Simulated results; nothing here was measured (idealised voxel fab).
Process module in this document: voxel wiring stack
We display cut, a cross-section 210 nm in width whose square cells are each 5 nm.
Heads up, the way a cross-section reads in here is a grid of square cells, handed over as bands from the top down, with every band being one or more rows of cells.
In this notation a band is specified by the heights of its top and bottom, in that order and in nm, after which its materials appear from left to right, each paired with its width in nm. The word "edge to edge" attached to a single material means that material fills the band from edge to edge; the word "empty" stands for empty space.
Height datum 0, below which the as-received substrate wafer is one material. Lowest band open at the bottom, running downward: "z 0 and below".
Graded width ("30 to 40"): value in top row of band = first number; value in bottom row = second number; row-to-row change constant.
When a step is marked "remained unchanged", none of the cells in the cross-section changed during that step.
Empty spaces counting at least 8 cells and having no open way to the top are listed in "Cavities, closed". The notation width x height at distance is used for each, the distance being from the left edge and all three values in nm.
Where a step's line continues beyond its settings, the continuation is a remark by the simulator itself on that step.
The setting "overlay nm" may be written on the line of a step. When the step uses a mask, the value reports how far to the right of the planned place the mask lay, and a negative value reports that it lay to the left.

The following list gives the planned process steps
step 1: RECEIVE: material Si
step 2: CONFORMAL_DEP: material SiO2, thk nm 10
step 3: DIRECTIONAL_DEP: material TiN, thk nm 5
step 4: DIRECTIONAL_DEP: material W, thk nm 15
step 5: PATTERN: tone cover, mask id METAL_1, material resist, width nm 30, pitch nm 60, thk nm 15, overlay nm 0
step 6: DIRECTIONAL_ETCH: etch materials W, depth nm 15
step 7: DIRECTIONAL_ETCH: etch materials TiN, depth nm 5
step 8: STRIP: etch materials resist
step 9: FILL_DEP: material SiO2, thk nm 5
step 10: CMP: height nm 30
step 11: CONFORMAL_DEP: material SiCN, thk nm 5
step 12: DIRECTIONAL_DEP: material SiO2, thk nm 10
step 13: DIRECTIONAL_DEP: material aC, thk nm 10
step 14: PATTERN: tone open, mask id PLUG_1, material resist, width nm 15, pitch nm 60, thk nm 25, overlay nm 0
step 15: DIRECTIONAL_ETCH: etch materials aC, depth nm 10
step 16: STRIP: etch materials resist
step 17: DIRECTIONAL_ETCH: etch materials SiO2, depth nm 10
step 18: DIRECTIONAL_ETCH: etch materials SiCN, depth nm 5
step 19: STRIP: etch materials aC
step 20: EPI: material Ru, thk nm 10
step 21: EPI: material Ru, thk nm 5
step 22: CONFORMAL_DEP: material SiN, thk nm 5
step 23: DIRECTIONAL_DEP: material SiO2, thk nm 15
step 24: DIRECTIONAL_DEP: material aC, thk nm 15
step 25: PATTERN: tone open, mask id METAL_2, material resist, width nm 30, pitch nm 60, thk nm 30, overlay nm 0
step 26: DIRECTIONAL_ETCH: etch materials aC, depth nm 15
step 27: STRIP: etch materials resist
step 28: DIRECTIONAL_ETCH: etch materials SiO2, depth nm 15
step 29: DIRECTIONAL_ETCH: etch materials SiN, depth nm 5
step 30: STRIP: etch materials aC
step 31: CONFORMAL_DEP: material TiN, thk nm 5
step 32: FILL_DEP: material W, thk nm 10
step 33: CMP: height nm 65
step 34: CONFORMAL_DEP: material SiCN, thk nm 5
step 35: DIRECTIONAL_DEP: material lowk, thk nm 15
step 36: DIRECTIONAL_DEP: material aC, thk nm 10
step 37: PATTERN: tone open, mask id PLUG_2, material resist, width nm 15, pitch nm 60, thk nm 25, overlay nm 0
step 38: DIRECTIONAL_ETCH: etch materials aC, depth nm 10
step 39: STRIP: etch materials resist
step 40: DIRECTIONAL_ETCH: etch materials lowk, depth nm 15
step 41: DIRECTIONAL_ETCH: etch materials SiCN, depth nm 5
step 42: STRIP: etch materials aC
step 43: EPI: material Ru, thk nm 10
step 44: EPI: material Ru, thk nm 10
step 45: DIRECTIONAL_DEP: material TiN, thk nm 5
step 46: DIRECTIONAL_DEP: material Ru, thk nm 15
step 47: DIRECTIONAL_DEP: material aC, thk nm 10
step 48: PATTERN: tone cover, mask id METAL_3, material resist, width nm 30, pitch nm 60, thk nm 25, overlay nm 0
step 49: DIRECTIONAL_ETCH: etch materials aC, depth nm 10
step 50: STRIP: etch materials resist
step 51: DIRECTIONAL_ETCH: etch materials Ru, depth nm 15
step 52: DIRECTIONAL_ETCH: etch materials TiN, depth nm 5
step 53: STRIP: etch materials aC
step 54: FILL_DEP: material lowk, thk nm 5
step 55: CMP: height nm 105
step 56: CONFORMAL_DEP: material SiCN, thk nm 5
step 57: DIRECTIONAL_DEP: material SiO2, thk nm 20
step 58: MASKED_ETCH: tone open, mask id PLUG_3, width nm 15, pitch nm 120, etch materials SiO2, depth nm 20, overlay nm 0
step 59: MASKED_ETCH: tone open, mask id PLUG_3, width nm 15, pitch nm 120, etch materials SiCN, depth nm 5, overlay nm 0
step 60: CONFORMAL_DEP: material TiN, thk nm 5
step 61: FILL_DEP: material Cu, thk nm 5
step 62: CMP: height nm 130
step 63: DIRECTIONAL_DEP: material TiN, thk nm 5
step 64: DIRECTIONAL_DEP: material W, thk nm 15
step 65: PATTERN: tone cover, mask id METAL_4, material resist, width nm 30, pitch nm 60, thk nm 15, overlay nm 0
step 66: DIRECTIONAL_ETCH: etch materials W, depth nm 15
step 67: DIRECTIONAL_ETCH: etch materials TiN, depth nm 5
step 68: STRIP: etch materials resist
step 69: FILL_DEP: material lowk, thk nm 10
step 70: CMP: height nm 150
step 71: CONFORMAL_DEP: material SiCN, thk nm 5

First out of two wafers; run went to plan

Shown in cross-section is the wafer as received, that is, as it stands after step 1
z 0 and below | Si edge to edge
Cavities, closed: none

Cross-section of the wafer subsequent to step 2
z 10 to 0 | SiO2 edge to edge
No changes below 0.

Cross-section of the wafer subsequent to step 3
z 15 to 10 | TiN edge to edge
No changes below 10.

Cross-section of the wafer subsequent to step 4
z 30 to 15 | W edge to edge
No changes below 15.

Cross-section of the wafer subsequent to step 5
z 45 to 30 | empty: 30 | resist: 30 | empty: 30 | resist: 30 | empty: 30 | resist: 30 | empty: 30
No changes below 30.

Cross-section of the wafer subsequent to step 6
z 45 to 30 | empty: 30 | resist: 30 | empty: 30 | resist: 30 | empty: 30 | resist: 30 | empty: 30
z 30 to 15 | empty: 30 | W: 30 | empty: 30 | W: 30 | empty: 30 | W: 30 | empty: 30
No changes below 15.

Cross-section of the wafer subsequent to step 7
z 45 to 30 | empty: 30 | resist: 30 | empty: 30 | resist: 30 | empty: 30 | resist: 30 | empty: 30
z 30 to 15 | empty: 30 | W: 30 | empty: 30 | W: 30 | empty: 30 | W: 30 | empty: 30
z 15 to 10 | empty: 30 | TiN: 30 | empty: 30 | TiN: 30 | empty: 30 | TiN: 30 | empty: 30
No changes below 10.

Cross-section of the wafer subsequent to step 8
z 30 to 15 | empty: 30 | W: 30 | empty: 30 | W: 30 | empty: 30 | W: 30 | empty: 30
No changes below 15.

Cross-section of the wafer subsequent to step 9
z 35 to 30 | SiO2 edge to edge
z 30 to 15 | SiO2: 30 | W: 30 | SiO2: 30 | W: 30 | SiO2: 30 | W: 30 | SiO2: 30
z 15 to 10 | SiO2: 30 | TiN: 30 | SiO2: 30 | TiN: 30 | SiO2: 30 | TiN: 30 | SiO2: 30
No changes below 10.

Cross-section of the wafer subsequent to step 10
z 30 to 15 | SiO2: 30 | W: 30 | SiO2: 30 | W: 30 | SiO2: 30 | W: 30 | SiO2: 30
No changes below 15.

Cross-section of the wafer subsequent to step 11
z 35 to 30 | SiCN edge to edge
No changes below 30.

Cross-section of the wafer subsequent to step 12
z 45 to 35 | SiO2 edge to edge
No changes below 35.

Cross-section of the wafer subsequent to step 13
z 55 to 45 | aC edge to edge
No changes below 45.

Cross-section of the wafer subsequent to step 14
z 80 to 55 | resist: 30 | empty: 15 | resist: 45 | empty: 15 | resist: 45 | empty: 15 | resist: 45
No changes below 55.

Cross-section of the wafer subsequent to step 15
z 70 to 55 | resist: 30 | empty: 15 | resist: 45 | empty: 15 | resist: 45 | empty: 15 | resist: 45
z 55 to 45 | aC: 30 | empty: 15 | aC: 45 | empty: 15 | aC: 45 | empty: 15 | aC: 45
No changes below 45.

Cross-section of the wafer subsequent to step 16
z 55 to 45 | aC: 30 | empty: 15 | aC: 45 | empty: 15 | aC: 45 | empty: 15 | aC: 45
No changes below 45.

Cross-section of the wafer subsequent to step 17
z 55 to 45 | aC: 30 | empty: 15 | aC: 45 | empty: 15 | aC: 45 | empty: 15 | aC: 45
z 45 to 35 | SiO2: 30 | empty: 15 | SiO2: 45 | empty: 15 | SiO2: 45 | empty: 15 | SiO2: 45
No changes below 35.

Cross-section of the wafer subsequent to step 18
z 55 to 45 | aC: 30 | empty: 15 | aC: 45 | empty: 15 | aC: 45 | empty: 15 | aC: 45
z 45 to 35 | SiO2: 30 | empty: 15 | SiO2: 45 | empty: 15 | SiO2: 45 | empty: 15 | SiO2: 45
z 35 to 30 | SiCN: 30 | empty: 15 | SiCN: 45 | empty: 15 | SiCN: 45 | empty: 15 | SiCN: 45
No changes below 30.

Cross-section of the wafer subsequent to step 19
z 45 to 35 | SiO2: 30 | empty: 15 | SiO2: 45 | empty: 15 | SiO2: 45 | empty: 15 | SiO2: 45
No changes below 35.

Cross-section of the wafer subsequent to step 20
z 45 to 40 | SiO2: 30 | empty: 15 | SiO2: 45 | empty: 15 | SiO2: 45 | empty: 15 | SiO2: 45
z 40 to 35 | SiO2: 30 | Ru: 15 | SiO2: 45 | Ru: 15 | SiO2: 45 | Ru: 15 | SiO2: 45
z 35 to 30 | SiCN: 30 | Ru: 15 | SiCN: 45 | Ru: 15 | SiCN: 45 | Ru: 15 | SiCN: 45
No changes below 30.

Cross-section of the wafer subsequent to step 21
z 45 to 35 | SiO2: 30 | Ru: 15 | SiO2: 45 | Ru: 15 | SiO2: 45 | Ru: 15 | SiO2: 45
No changes below 35.

Cross-section of the wafer subsequent to step 22
z 50 to 45 | SiN edge to edge
No changes below 45.

Cross-section of the wafer subsequent to step 23
z 65 to 50 | SiO2 edge to edge
No changes below 50.

Cross-section of the wafer subsequent to step 24
z 80 to 65 | aC edge to edge
No changes below 65.

Cross-section of the wafer subsequent to step 25
z 110 to 80 | resist: 30 | empty: 30 | resist: 30 | empty: 30 | resist: 30 | empty: 30 | resist: 30
No changes below 80.

Cross-section of the wafer subsequent to step 26
z 95 to 80 | resist: 30 | empty: 30 | resist: 30 | empty: 30 | resist: 30 | empty: 30 | resist: 30
z 80 to 65 | aC: 30 | empty: 30 | aC: 30 | empty: 30 | aC: 30 | empty: 30 | aC: 30
No changes below 65.

Cross-section of the wafer subsequent to step 27
z 80 to 65 | aC: 30 | empty: 30 | aC: 30 | empty: 30 | aC: 30 | empty: 30 | aC: 30
No changes below 65.

Cross-section of the wafer subsequent to step 28
z 80 to 65 | aC: 30 | empty: 30 | aC: 30 | empty: 30 | aC: 30 | empty: 30 | aC: 30
z 65 to 50 | SiO2: 30 | empty: 30 | SiO2: 30 | empty: 30 | SiO2: 30 | empty: 30 | SiO2: 30
No changes below 50.

Cross-section of the wafer subsequent to step 29
z 80 to 65 | aC: 30 | empty: 30 | aC: 30 | empty: 30 | aC: 30 | empty: 30 | aC: 30
z 65 to 50 | SiO2: 30 | empty: 30 | SiO2: 30 | empty: 30 | SiO2: 30 | empty: 30 | SiO2: 30
z 50 to 45 | SiN: 30 | empty: 30 | SiN: 30 | empty: 30 | SiN: 30 | empty: 30 | SiN: 30
No changes below 45.

Cross-section of the wafer subsequent to step 30
z 65 to 50 | SiO2: 30 | empty: 30 | SiO2: 30 | empty: 30 | SiO2: 30 | empty: 30 | SiO2: 30
No changes below 50.

Cross-section of the wafer subsequent to step 31
z 70 to 65 | TiN: 35 | empty: 20 | TiN: 40 | empty: 20 | TiN: 40 | empty: 20 | TiN: 35
z 65 to 50 | SiO2: 30 | TiN: 5 | empty: 20 | TiN: 5 | SiO2: 30 | TiN: 5 | empty: 20 | TiN: 5 | SiO2: 30 | TiN: 5 | empty: 20 | TiN: 5 | SiO2: 30
z 50 to 45 | SiN: 30 | TiN: 30 | SiN: 30 | TiN: 30 | SiN: 30 | TiN: 30 | SiN: 30
No changes below 45.

Cross-section of the wafer subsequent to step 32
z 80 to 70 | W edge to edge
z 70 to 65 | TiN: 35 | W: 20 | TiN: 40 | W: 20 | TiN: 40 | W: 20 | TiN: 35
z 65 to 50 | SiO2: 30 | TiN: 5 | W: 20 | TiN: 5 | SiO2: 30 | TiN: 5 | W: 20 | TiN: 5 | SiO2: 30 | TiN: 5 | W: 20 | TiN: 5 | SiO2: 30
No changes below 50.

Cross-section of the wafer subsequent to step 33
z 65 to 50 | SiO2: 30 | TiN: 5 | W: 20 | TiN: 5 | SiO2: 30 | TiN: 5 | W: 20 | TiN: 5 | SiO2: 30 | TiN: 5 | W: 20 | TiN: 5 | SiO2: 30
No changes below 50.

Cross-section of the wafer subsequent to step 34
z 70 to 65 | SiCN edge to edge
No changes below 65.

Cross-section of the wafer subsequent to step 35
z 85 to 70 | lowk edge to edge
No changes below 70.

Cross-section of the wafer subsequent to step 36
z 95 to 85 | aC edge to edge
No changes below 85.

Cross-section of the wafer subsequent to step 37
z 120 to 95 | resist: 30 | empty: 15 | resist: 45 | empty: 15 | resist: 45 | empty: 15 | resist: 45
No changes below 95.

Cross-section of the wafer subsequent to step 38
z 110 to 95 | resist: 30 | empty: 15 | resist: 45 | empty: 15 | resist: 45 | empty: 15 | resist: 45
z 95 to 85 | aC: 30 | empty: 15 | aC: 45 | empty: 15 | aC: 45 | empty: 15 | aC: 45
No changes below 85.

Cross-section of the wafer subsequent to step 39
z 95 to 85 | aC: 30 | empty: 15 | aC: 45 | empty: 15 | aC: 45 | empty: 15 | aC: 45
No changes below 85.

Cross-section of the wafer subsequent to step 40
z 95 to 85 | aC: 30 | empty: 15 | aC: 45 | empty: 15 | aC: 45 | empty: 15 | aC: 45
z 85 to 70 | lowk: 30 | empty: 15 | lowk: 45 | empty: 15 | lowk: 45 | empty: 15 | lowk: 45
No changes below 70.

Cross-section of the wafer subsequent to step 41
z 95 to 85 | aC: 30 | empty: 15 | aC: 45 | empty: 15 | aC: 45 | empty: 15 | aC: 45
z 85 to 70 | lowk: 30 | empty: 15 | lowk: 45 | empty: 15 | lowk: 45 | empty: 15 | lowk: 45
z 70 to 65 | SiCN: 30 | empty: 15 | SiCN: 45 | empty: 15 | SiCN: 45 | empty: 15 | SiCN: 45
No changes below 65.

Cross-section of the wafer subsequent to step 42
z 85 to 70 | lowk: 30 | empty: 15 | lowk: 45 | empty: 15 | lowk: 45 | empty: 15 | lowk: 45
No changes below 70.

Cross-section of the wafer subsequent to step 43
z 85 to 75 | lowk: 30 | empty: 15 | lowk: 45 | empty: 15 | lowk: 45 | empty: 15 | lowk: 45
z 75 to 70 | lowk: 30 | Ru: 15 | lowk: 45 | Ru: 15 | lowk: 45 | Ru: 15 | lowk: 45
z 70 to 65 | SiCN: 30 | Ru: 15 | SiCN: 45 | Ru: 15 | SiCN: 45 | Ru: 15 | SiCN: 45
No changes below 65.

Cross-section of the wafer subsequent to step 44
z 85 to 70 | lowk: 30 | Ru: 15 | lowk: 45 | Ru: 15 | lowk: 45 | Ru: 15 | lowk: 45
No changes below 70.

Cross-section of the wafer subsequent to step 45
z 90 to 85 | TiN edge to edge
No changes below 85.

Cross-section of the wafer subsequent to step 46
z 105 to 90 | Ru edge to edge
No changes below 90.

Cross-section of the wafer subsequent to step 47
z 115 to 105 | aC edge to edge
No changes below 105.

Cross-section of the wafer subsequent to step 48
z 140 to 115 | empty: 30 | resist: 30 | empty: 30 | resist: 30 | empty: 30 | resist: 30 | empty: 30
No changes below 115.

Cross-section of the wafer subsequent to step 49
z 130 to 115 | empty: 30 | resist: 30 | empty: 30 | resist: 30 | empty: 30 | resist: 30 | empty: 30
z 115 to 105 | empty: 30 | aC: 30 | empty: 30 | aC: 30 | empty: 30 | aC: 30 | empty: 30
No changes below 105.

Cross-section of the wafer subsequent to step 50
z 115 to 105 | empty: 30 | aC: 30 | empty: 30 | aC: 30 | empty: 30 | aC: 30 | empty: 30
No changes below 105.

Cross-section of the wafer subsequent to step 51
z 115 to 105 | empty: 30 | aC: 30 | empty: 30 | aC: 30 | empty: 30 | aC: 30 | empty: 30
z 105 to 90 | empty: 30 | Ru: 30 | empty: 30 | Ru: 30 | empty: 30 | Ru: 30 | empty: 30
No changes below 90.

Cross-section of the wafer subsequent to step 52
z 115 to 105 | empty: 30 | aC: 30 | empty: 30 | aC: 30 | empty: 30 | aC: 30 | empty: 30
z 105 to 90 | empty: 30 | Ru: 30 | empty: 30 | Ru: 30 | empty: 30 | Ru: 30 | empty: 30
z 90 to 85 | empty: 30 | TiN: 30 | empty: 30 | TiN: 30 | empty: 30 | TiN: 30 | empty: 30
No changes below 85.

Cross-section of the wafer subsequent to step 53
z 105 to 90 | empty: 30 | Ru: 30 | empty: 30 | Ru: 30 | empty: 30 | Ru: 30 | empty: 30
No changes below 90.

Cross-section of the wafer subsequent to step 54
z 110 to 105 | lowk edge to edge
z 105 to 90 | lowk: 30 | Ru: 30 | lowk: 30 | Ru: 30 | lowk: 30 | Ru: 30 | lowk: 30
z 90 to 85 | lowk: 30 | TiN: 30 | lowk: 30 | TiN: 30 | lowk: 30 | TiN: 30 | lowk: 30
No changes below 85.

Cross-section of the wafer subsequent to step 55
z 105 to 90 | lowk: 30 | Ru: 30 | lowk: 30 | Ru: 30 | lowk: 30 | Ru: 30 | lowk: 30
No changes below 90.

Cross-section of the wafer subsequent to step 56
z 110 to 105 | SiCN edge to edge
No changes below 105.

Cross-section of the wafer subsequent to step 57
z 130 to 110 | SiO2 edge to edge
No changes below 110.

Cross-section of the wafer subsequent to step 58
z 130 to 110 | SiO2: 30 | empty: 15 | SiO2: 105 | empty: 15 | SiO2: 45
No changes below 110.

Cross-section of the wafer subsequent to step 59
z 130 to 110 | SiO2: 30 | empty: 15 | SiO2: 105 | empty: 15 | SiO2: 45
z 110 to 105 | SiCN: 30 | empty: 15 | SiCN: 105 | empty: 15 | SiCN: 45
No changes below 105.

Cross-section of the wafer subsequent to step 60
z 135 to 130 | TiN: 35 | empty: 5 | TiN: 115 | empty: 5 | TiN: 50
z 130 to 110 | SiO2: 30 | TiN: 5 | empty: 5 | TiN: 5 | SiO2: 105 | TiN: 5 | empty: 5 | TiN: 5 | SiO2: 45
z 110 to 105 | SiCN: 30 | TiN: 15 | SiCN: 105 | TiN: 15 | SiCN: 45
No changes below 105.

Cross-section of the wafer subsequent to step 61
z 140 to 135 | Cu edge to edge
z 135 to 130 | TiN: 35 | Cu: 5 | TiN: 115 | Cu: 5 | TiN: 50
z 130 to 110 | SiO2: 30 | TiN: 5 | Cu: 5 | TiN: 5 | SiO2: 105 | TiN: 5 | Cu: 5 | TiN: 5 | SiO2: 45
No changes below 110.

Cross-section of the wafer subsequent to step 62
z 130 to 110 | SiO2: 30 | TiN: 5 | Cu: 5 | TiN: 5 | SiO2: 105 | TiN: 5 | Cu: 5 | TiN: 5 | SiO2: 45
No changes below 110.

Cross-section of the wafer subsequent to step 63
z 135 to 130 | TiN edge to edge
No changes below 130.

Cross-section of the wafer subsequent to step 64
z 150 to 135 | W edge to edge
No changes below 135.

Cross-section of the wafer subsequent to step 65
z 165 to 150 | empty: 30 | resist: 30 | empty: 30 | resist: 30 | empty: 30 | resist: 30 | empty: 30
No changes below 150.

Cross-section of the wafer subsequent to step 66
z 165 to 150 | empty: 30 | resist: 30 | empty: 30 | resist: 30 | empty: 30 | resist: 30 | empty: 30
z 150 to 135 | empty: 30 | W: 30 | empty: 30 | W: 30 | empty: 30 | W: 30 | empty: 30
No changes below 135.

Cross-section of the wafer subsequent to step 67
z 165 to 150 | empty: 30 | resist: 30 | empty: 30 | resist: 30 | empty: 30 | resist: 30 | empty: 30
z 150 to 135 | empty: 30 | W: 30 | empty: 30 | W: 30 | empty: 30 | W: 30 | empty: 30
z 135 to 130 | empty: 30 | TiN: 30 | empty: 30 | TiN: 30 | empty: 30 | TiN: 30 | empty: 30
No changes below 130.

Cross-section of the wafer subsequent to step 68
z 150 to 135 | empty: 30 | W: 30 | empty: 30 | W: 30 | empty: 30 | W: 30 | empty: 30
No changes below 135.

Cross-section of the wafer subsequent to step 69
z 160 to 150 | lowk edge to edge
z 150 to 135 | lowk: 30 | W: 30 | lowk: 30 | W: 30 | lowk: 30 | W: 30 | lowk: 30
z 135 to 130 | lowk: 30 | TiN: 30 | lowk: 30 | TiN: 30 | lowk: 30 | TiN: 30 | lowk: 30
No changes below 130.

Cross-section of the wafer subsequent to step 70
z 150 to 135 | lowk: 30 | W: 30 | lowk: 30 | W: 30 | lowk: 30 | W: 30 | lowk: 30
No changes below 135.

Cross-section of the wafer subsequent to step 71
z 155 to 150 | SiCN edge to edge
No changes below 150.

Notes, second wafer: start = first wafer's, plan = first wafer's, execution had one mistake; history identical to first through step 34

Look at the second wafer in cross-section at the time step 35 ought to have finished
z 100 to 70 | lowk edge to edge
No changes below 70.

Look at the second wafer in cross-section at the time step 36 ought to have finished
z 110 to 100 | aC edge to edge
No changes below 100.

Look at the second wafer in cross-section at the time step 37 ought to have finished
z 135 to 110 | resist: 30 | empty: 15 | resist: 45 | empty: 15 | resist: 45 | empty: 15 | resist: 45
No changes below 110.

Look at the second wafer in cross-section at the time step 38 ought to have finished
z 125 to 110 | resist: 30 | empty: 15 | resist: 45 | empty: 15 | resist: 45 | empty: 15 | resist: 45
z 110 to 100 | aC: 30 | empty: 15 | aC: 45 | empty: 15 | aC: 45 | empty: 15 | aC: 45
No changes below 100.

Look at the second wafer in cross-section at the time step 39 ought to have finished
z 110 to 100 | aC: 30 | empty: 15 | aC: 45 | empty: 15 | aC: 45 | empty: 15 | aC: 45
No changes below 100.

Look at the second wafer in cross-section at the time step 40 ought to have finished
z 110 to 100 | aC: 30 | empty: 15 | aC: 45 | empty: 15 | aC: 45 | empty: 15 | aC: 45
z 100 to 85 | lowk: 30 | empty: 15 | lowk: 45 | empty: 15 | lowk: 45 | empty: 15 | lowk: 45
No changes below 85.

Look at the second wafer in cross-section at the time step 41 ought to have finished: remained unchanged

Look at the second wafer in cross-section at the time step 42 ought to have finished
z 100 to 85 | lowk: 30 | empty: 15 | lowk: 45 | empty: 15 | lowk: 45 | empty: 15 | lowk: 45
No changes below 85.

Look at the second wafer in cross-section at the time step 43 ought to have finished: remained unchanged

Look at the second wafer in cross-section at the time step 44 ought to have finished: remained unchanged

Look at the second wafer in cross-section at the time step 45 ought to have finished
z 105 to 100 | TiN: 30 | empty: 15 | TiN: 45 | empty: 15 | TiN: 45 | empty: 15 | TiN: 45
z 100 to 90 | lowk: 30 | empty: 15 | lowk: 45 | empty: 15 | lowk: 45 | empty: 15 | lowk: 45
z 90 to 85 | lowk: 30 | TiN: 15 | lowk: 45 | TiN: 15 | lowk: 45 | TiN: 15 | lowk: 45
No changes below 85.

Look at the second wafer in cross-section at the time step 46 ought to have finished
z 120 to 105 | Ru: 30 | empty: 15 | Ru: 45 | empty: 15 | Ru: 45 | empty: 15 | Ru: 45
z 105 to 100 | TiN: 30 | Ru: 15 | TiN: 45 | Ru: 15 | TiN: 45 | Ru: 15 | TiN: 45
z 100 to 90 | lowk: 30 | Ru: 15 | lowk: 45 | Ru: 15 | lowk: 45 | Ru: 15 | lowk: 45
No changes below 90.

Look at the second wafer in cross-section at the time step 47 ought to have finished
z 130 to 120 | aC: 30 | empty: 15 | aC: 45 | empty: 15 | aC: 45 | empty: 15 | aC: 45
z 120 to 115 | Ru: 30 | empty: 15 | Ru: 45 | empty: 15 | Ru: 45 | empty: 15 | Ru: 45
z 115 to 105 | Ru: 30 | aC: 15 | Ru: 45 | aC: 15 | Ru: 45 | aC: 15 | Ru: 45
No changes below 105.

Look at the second wafer in cross-section at the time step 48 ought to have finished
z 155 to 130 | empty: 30 | resist: 30 | empty: 30 | resist: 30 | empty: 30 | resist: 30 | empty: 30
z 130 to 120 | aC: 30 | resist: 15 | aC: 45 | resist: 15 | aC: 45 | resist: 15 | aC: 45
z 120 to 115 | Ru: 30 | resist: 15 | Ru: 45 | resist: 15 | Ru: 45 | resist: 15 | Ru: 45
No changes below 115.

Look at the second wafer in cross-section at the time step 49 ought to have finished
z 145 to 130 | empty: 30 | resist: 30 | empty: 30 | resist: 30 | empty: 30 | resist: 30 | empty: 30
z 130 to 120 | empty: 30 | resist: 15 | aC: 15 | empty: 30 | resist: 15 | aC: 15 | empty: 30 | resist: 15 | aC: 15 | empty: 30
No changes below 120.

Look at the second wafer in cross-section at the time step 50 ought to have finished
z 130 to 120 | empty: 45 | aC: 15 | empty: 45 | aC: 15 | empty: 45 | aC: 15 | empty: 30
z 120 to 115 | Ru: 30 | empty: 15 | Ru: 45 | empty: 15 | Ru: 45 | empty: 15 | Ru: 45
No changes below 115.

Look at the second wafer in cross-section at the time step 51 ought to have finished
z 130 to 120 | empty: 45 | aC: 15 | empty: 45 | aC: 15 | empty: 45 | aC: 15 | empty: 30
z 120 to 115 | empty: 45 | Ru: 15 | empty: 45 | Ru: 15 | empty: 45 | Ru: 15 | empty: 30
z 115 to 105 | empty: 30 | aC: 15 | Ru: 15 | empty: 30 | aC: 15 | Ru: 15 | empty: 30 | aC: 15 | Ru: 15 | empty: 30
No changes below 105.

Look at the second wafer in cross-section at the time step 52 ought to have finished
z 130 to 120 | empty: 45 | aC: 15 | empty: 45 | aC: 15 | empty: 45 | aC: 15 | empty: 30
z 120 to 115 | empty: 45 | Ru: 15 | empty: 45 | Ru: 15 | empty: 45 | Ru: 15 | empty: 30
z 115 to 105 | empty: 30 | aC: 15 | Ru: 15 | empty: 30 | aC: 15 | Ru: 15 | empty: 30 | aC: 15 | Ru: 15 | empty: 30
z 105 to 100 | empty: 30 | Ru: 15 | TiN: 15 | empty: 30 | Ru: 15 | TiN: 15 | empty: 30 | Ru: 15 | TiN: 15 | empty: 30
No changes below 100.

Look at the second wafer in cross-section at the time step 53 ought to have finished
z 120 to 105 | empty: 45 | Ru: 15 | empty: 45 | Ru: 15 | empty: 45 | Ru: 15 | empty: 30
No changes below 105.

Look at the second wafer in cross-section at the time step 54 ought to have finished
z 125 to 120 | lowk edge to edge
z 120 to 105 | lowk: 45 | Ru: 15 | lowk: 45 | Ru: 15 | lowk: 45 | Ru: 15 | lowk: 30
z 105 to 100 | lowk: 30 | Ru: 15 | TiN: 15 | lowk: 30 | Ru: 15 | TiN: 15 | lowk: 30 | Ru: 15 | TiN: 15 | lowk: 30
No changes below 100.

Look at the second wafer in cross-section at the time step 55 ought to have finished
z 105 to 100 | lowk: 30 | Ru: 15 | TiN: 15 | lowk: 30 | Ru: 15 | TiN: 15 | lowk: 30 | Ru: 15 | TiN: 15 | lowk: 30
No changes below 100.

Look at the second wafer in cross-section at the time step 56 ought to have finished
z 110 to 105 | SiCN edge to edge
No changes below 105.

Look at the second wafer in cross-section at the time step 57 ought to have finished
z 130 to 110 | SiO2 edge to edge
No changes below 110.

Look at the second wafer in cross-section at the time step 58 ought to have finished
z 130 to 110 | SiO2: 30 | empty: 15 | SiO2: 105 | empty: 15 | SiO2: 45
No changes below 110.

Look at the second wafer in cross-section at the time step 59 ought to have finished
z 130 to 110 | SiO2: 30 | empty: 15 | SiO2: 105 | empty: 15 | SiO2: 45
z 110 to 105 | SiCN: 30 | empty: 15 | SiCN: 105 | empty: 15 | SiCN: 45
No changes below 105.

Look at the second wafer in cross-section at the time step 60 ought to have finished
z 135 to 130 | TiN: 35 | empty: 5 | TiN: 115 | empty: 5 | TiN: 50
z 130 to 110 | SiO2: 30 | TiN: 5 | empty: 5 | TiN: 5 | SiO2: 105 | TiN: 5 | empty: 5 | TiN: 5 | SiO2: 45
z 110 to 105 | SiCN: 30 | TiN: 15 | SiCN: 105 | TiN: 15 | SiCN: 45
No changes below 105.

Look at the second wafer in cross-section at the time step 61 ought to have finished
z 140 to 135 | Cu edge to edge
z 135 to 130 | TiN: 35 | Cu: 5 | TiN: 115 | Cu: 5 | TiN: 50
z 130 to 110 | SiO2: 30 | TiN: 5 | Cu: 5 | TiN: 5 | SiO2: 105 | TiN: 5 | Cu: 5 | TiN: 5 | SiO2: 45
No changes below 110.

Look at the second wafer in cross-section at the time step 62 ought to have finished
z 130 to 110 | SiO2: 30 | TiN: 5 | Cu: 5 | TiN: 5 | SiO2: 105 | TiN: 5 | Cu: 5 | TiN: 5 | SiO2: 45
No changes below 110.

Look at the second wafer in cross-section at the time step 63 ought to have finished
z 135 to 130 | TiN edge to edge
No changes below 130.

Look at the second wafer in cross-section at the time step 64 ought to have finished
z 150 to 135 | W edge to edge
No changes below 135.

Look at the second wafer in cross-section at the time step 65 ought to have finished
z 165 to 150 | empty: 30 | resist: 30 | empty: 30 | resist: 30 | empty: 30 | resist: 30 | empty: 30
No changes below 150.

Look at the second wafer in cross-section at the time step 66 ought to have finished
z 165 to 150 | empty: 30 | resist: 30 | empty: 30 | resist: 30 | empty: 30 | resist: 30 | empty: 30
z 150 to 135 | empty: 30 | W: 30 | empty: 30 | W: 30 | empty: 30 | W: 30 | empty: 30
No changes below 135.

Look at the second wafer in cross-section at the time step 67 ought to have finished
z 165 to 150 | empty: 30 | resist: 30 | empty: 30 | resist: 30 | empty: 30 | resist: 30 | empty: 30
z 150 to 135 | empty: 30 | W: 30 | empty: 30 | W: 30 | empty: 30 | W: 30 | empty: 30
z 135 to 130 | empty: 30 | TiN: 30 | empty: 30 | TiN: 30 | empty: 30 | TiN: 30 | empty: 30
No changes below 130.

Look at the second wafer in cross-section at the time step 68 ought to have finished
z 150 to 135 | empty: 30 | W: 30 | empty: 30 | W: 30 | empty: 30 | W: 30 | empty: 30
No changes below 135.

Look at the second wafer in cross-section at the time step 69 ought to have finished
z 160 to 150 | lowk edge to edge
z 150 to 135 | lowk: 30 | W: 30 | lowk: 30 | W: 30 | lowk: 30 | W: 30 | lowk: 30
z 135 to 130 | lowk: 30 | TiN: 30 | lowk: 30 | TiN: 30 | lowk: 30 | TiN: 30 | lowk: 30
No changes below 130.

Look at the second wafer in cross-section at the time step 70 ought to have finished
z 150 to 135 | lowk: 30 | W: 30 | lowk: 30 | W: 30 | lowk: 30 | W: 30 | lowk: 30
No changes below 135.

Look at the second wafer in cross-section at the time step 71 ought to have finished
z 155 to 150 | SiCN edge to edge
No changes below 150.
What broke from the plan during processing? step 35 was run twice
Per the end-of-run cell counts, the second wafer holds more or fewer of some materials than the first: -63 Ru; +9 SiCN; +54 lowk
